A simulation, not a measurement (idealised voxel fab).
Herein follows the process module entitled voxel gate over fins.
It is cross-section cut that appears here, measuring 275 nm in width, its square cells being 5 nm in size.
Just so we're on the same page, the cross-sections are grids of square cells, and they're listed out in bands top to bottom, each band one or more rows deep. What a band's entry tells you: where the top is and where the bottom is, as heights in nm, and after that what lies inside, material by material from left to right, each with its width in nm. Empty space is written as the word "empty", and a single material marked with the word "all across" occupies the band from edge to edge. It should be noted that heights are counted from 0, beneath which the wafer as supplied is of one material throughout, and that the lowest band possesses no lower boundary but continues downward, as written in "0 -> down". You'd read "30->40" like this: the band's top row of cells is as wide as the first number, its bottom row is as wide as the second, and going down, every row changes width by the same amount as the row before did. Any step labelled "nothing changed" changed none of the cells in the cross-section. Reported under the label "Enclosed void list" are the empty spaces having no open way to the top and comprising 8 cells or more; the notation for each is width x height at distance, in which the distance is measured from the left edge and all three values are in nm. It should be noted that, on the line of a given step, the content following the step's settings is a remark produced by the simulator itself with respect to that step. The "overlay nm" setting may appear on a step's line; for a step that uses a mask, it gives how far to the right of its planned position the mask lay, and a negative value indicates the left.

# List of planned process steps
| 1 | RECEIVE [material Si] |
| 2 | CONFORMAL_DEP [material SiN] [thk nm 10] |
| 3 | DIRECTIONAL_DEP [material aC] [thk nm 15] |
| 4 | PATTERN [tone cover] [mask id FINS] [material resist] [width nm 15] [pitch nm 50] [thk nm 35] [overlay nm 0] |
| 5 | DIRECTIONAL_ETCH [etch materials aC] [depth nm 15] |
| 6 | STRIP [etch materials resist] |
| 7 | DIRECTIONAL_ETCH [etch materials SiN] [depth nm 10] |
| 8 | DIRECTIONAL_ETCH [etch materials Si] [depth nm 40] |
| 9 | STRIP [etch materials aC] |
| 10 | OXIDIZE [depth nm 5] |
| 11 | FILL_DEP [material SiO2] [thk nm 15] |
| 12 | CMP [height nm 10] |
| 13 | MASKED_ETCH [tone open] [mask id RAIL] [width nm 15] [etch materials SiO2] [depth nm 45] [overlay nm 0] |
| 14 | CONFORMAL_DEP [material TiN] [thk nm 5] |
| 15 | FILL_DEP [material W] [thk nm 10] |
| 16 | CMP [height nm 10] |
| 17 | SELECTIVE_ETCH [etch materials W Ru TiN] [depth nm 30] |
| 18 | FILL_DEP [material SiO2] [thk nm 5] |
| 19 | CMP [height nm 10] |
| 20 | SELECTIVE_ETCH [etch materials SiO2] [depth nm 20] |
| 21 | STRIP [etch materials SiN] |
| 22 | CONFORMAL_DEP [material HfO2] [thk nm 5] |
| 23 | CONFORMAL_DEP [material TiN] [thk nm 5] |
| 24 | CONFORMAL_DEP [material TiAl] [thk nm 5] |
| 25 | CONFORMAL_DEP [material TiN] [thk nm 5] |
| 26 | FILL_DEP [material W] [thk nm 15] |
| 27 | CMP [height nm 30] |
| 28 | CONFORMAL_DEP [material SiCN] [thk nm 10] |

# Cross-section of the incoming wafer, state after step 1
- 0 -> down | Si all across
- Enclosed void list: none

# Run as planned - first of the two wafers cross-sectioned at the end of the module
- 40 -> 30 | SiCN all across
- 30 -> 20 | W all across
- 20 -> 15 | W 90; TiN 45; W 5; TiN 45; W 90
- 15 -> 10 | W 90; TiN 5; TiAl 35; TiN 5; W 5; TiN 5; TiAl 35; TiN 5; W 90
- 10 -> 5 | TiN 95; TiAl 5; TiN 25; TiAl 5; TiN 15; TiAl 5; TiN 25; TiAl 5; TiN 95
- 5 -> 0 | TiAl 100; TiN 5; HfO2 15; TiN 5; TiAl 25; TiN 5; HfO2 15; TiN 5; TiAl 100
- 0 -> -5 | TiN 105; HfO2 5; Si 5; HfO2 5; TiN 35; HfO2 5; Si 5; HfO2 5; TiN 105
- -5 -> -10 | HfO2 110; Si 5; HfO2 45; Si 5; HfO2 110
- -10 -> -20 | SiO2 110; Si 5; SiO2 45; Si 5; SiO2 110
- -20 -> -30 | SiO2 110; Si 5; SiO2 15; TiN 5; W 5; TiN 5; SiO2 15; Si 5; SiO2 110
- -30 -> -35 | SiO2 110; Si 5; SiO2 15; TiN 15; SiO2 15; Si 5; SiO2 110
- -35 -> -45 | SiO2 110; Si 5; SiO2 45; Si 5; SiO2 110
- -45 -> down | Si all across
- Enclosed void list: none

# Wafer two, end of module, cross-section. Same start, same plan as wafer one. One mistake in the run
- 40 -> 30 | SiCN all across
- 30 -> 20 | aC all across
- 20 -> 15 | aC 90; TiN 45; aC 5; TiN 45; aC 90
- 15 -> 10 | aC 90; TiN 5; TiAl 35; TiN 5; aC 5; TiN 5; TiAl 35; TiN 5; aC 90
- 10 -> 5 | TiN 95; TiAl 5; TiN 25; TiAl 5; TiN 15; TiAl 5; TiN 25; TiAl 5; TiN 95
- 5 -> 0 | TiAl 100; TiN 5; HfO2 15; TiN 5; TiAl 25; TiN 5; HfO2 15; TiN 5; TiAl 100
- 0 -> -5 | TiN 105; HfO2 5; Si 5; HfO2 5; TiN 35; HfO2 5; Si 5; HfO2 5; TiN 105
- -5 -> -10 | HfO2 110; Si 5; HfO2 45; Si 5; HfO2 110
- -10 -> -20 | SiO2 110; Si 5; SiO2 45; Si 5; SiO2 110
- -20 -> -30 | SiO2 110; Si 5; SiO2 15; TiN 5; W 5; TiN 5; SiO2 15; Si 5; SiO2 110
- -30 -> -35 | SiO2 110; Si 5; SiO2 15; TiN 15; SiO2 15; Si 5; SiO2 110
- -35 -> -45 | SiO2 110; Si 5; SiO2 45; Si 5; SiO2 110
- -45 -> down | Si all across
- Enclosed void list: none
Misprocessing identified: step 26 did not use the planned setting and instead ran as FILL_DEP [material aC] [thk nm 15]
Count the cells at the end and the second wafer has more or fewer of some materials than the first: W -184 | aC +184
